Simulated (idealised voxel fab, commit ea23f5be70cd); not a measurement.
Herein follows the process module entitled voxel self aligned contacts.
Displayed cross-section: cut, width of 250 nm, square cells sized 5 nm.
Format of a cross-section: grid, square cells. Given as bands. Order: top down. Band: one or more rows of cells.
Heads up on the band format: heights come first, top then bottom, in nm. After that it's the materials left to right, each with its width in nm. A single material flagged "full width" fills the whole band edge to edge, and "blank" means there's empty space there.
Basically, 0 is our baseline, since under it the wafer straight out of the box is all one material. The bottom band has no lower end and keeps on going down, so it looks like "0 down".
You'd read "30->40" like this: the band's top row of cells is as wide as the first number, its bottom row is as wide as the second, and going down, every row changes width by the same amount as the row before did.
Where a step carries "no change", the cross-section came out of it unchanged, cell for cell.
"Enclosed void entries": sealed empty spaces, 8 cells or more, no open way to top, listed width x height at distance, with distance from the left edge and width, height and distance in nm.
Read whatever lies past the settings on a step's line as the simulator's own remark about the step.
Steps that use a mask can have "overlay nm" on their line. It says how far the mask sat to the right of where it was meant to be. Negative means to the left.
Below is the list of planned process steps:
| 1 | RECEIVE,material Si |
| 2 | OXIDIZE,depth nm 5 |
| 3 | DIRECTIONAL_DEP,material polySi,thk nm 30 |
| 4 | DIRECTIONAL_DEP,material SiN,thk nm 20 |
| 5 | PATTERN,tone cover,mask id GATE,material resist,width nm 25,pitch nm 60,thk nm 15,overlay nm 0 |
| 6 | DIRECTIONAL_ETCH,etch materials SiN,depth nm 20 |
| 7 | DIRECTIONAL_ETCH,etch materials polySi,depth nm 30 |
| 8 | STRIP,etch materials resist |
| 9 | CONFORMAL_DEP,material SiN,thk nm 10 |
| 10 | DIRECTIONAL_ETCH,etch materials SiN,depth nm 10 |
| 11 | FILL_DEP,material SiO2,thk nm 10 |
| 12 | CMP,height nm 55 |
| 13 | DIRECTIONAL_DEP,material aC,thk nm 15 |
| 14 | PATTERN,tone open,mask id CONTACT,material resist,width nm 45,thk nm 35,overlay nm 0 |
| 15 | DIRECTIONAL_ETCH,etch materials aC,depth nm 15 |
| 16 | STRIP,etch materials resist |
| 17 | DIRECTIONAL_ETCH,etch materials SiO2,depth nm 60 |
| 18 | STRIP,etch materials aC |
| 19 | CONFORMAL_DEP,material TiN,thk nm 5 |
| 20 | FILL_DEP,material W,thk nm 10 |
| 21 | CMP,height nm 55 |
| 22 | CONFORMAL_DEP,material SiCN,thk nm 5 |
Received-state cross-section, reflecting completion of step 1:
	0 down  Si full width
	Enclosed void entries: none
Cross-section, end of module. Start: as above. Plan: as above. Execution: one mistake:
	60 to 55  SiCN full width
	55 to 50  W 65  TiN 35  SiO2 45  TiN 35  W 70
	50 to 30  W 65  TiN 5  SiN 45  SiO2 15  SiN 45  TiN 5  W 70
	30 to 0  W 65  TiN 5  SiN 10  polySi 25  SiN 10  SiO2 15  SiN 10  polySi 25  SiN 10  TiN 5  W 70
	0 to -5  TiN 70  SiO2 105  TiN 75
	-5 down  Si full width
	Enclosed void entries: none
Nonconformance to the process plan: step 14 ran differently from the plan; actual operation with settings: PATTERN,tone cover,mask id CONTACT,material resist,width nm 45,thk nm 35,overlay nm 0
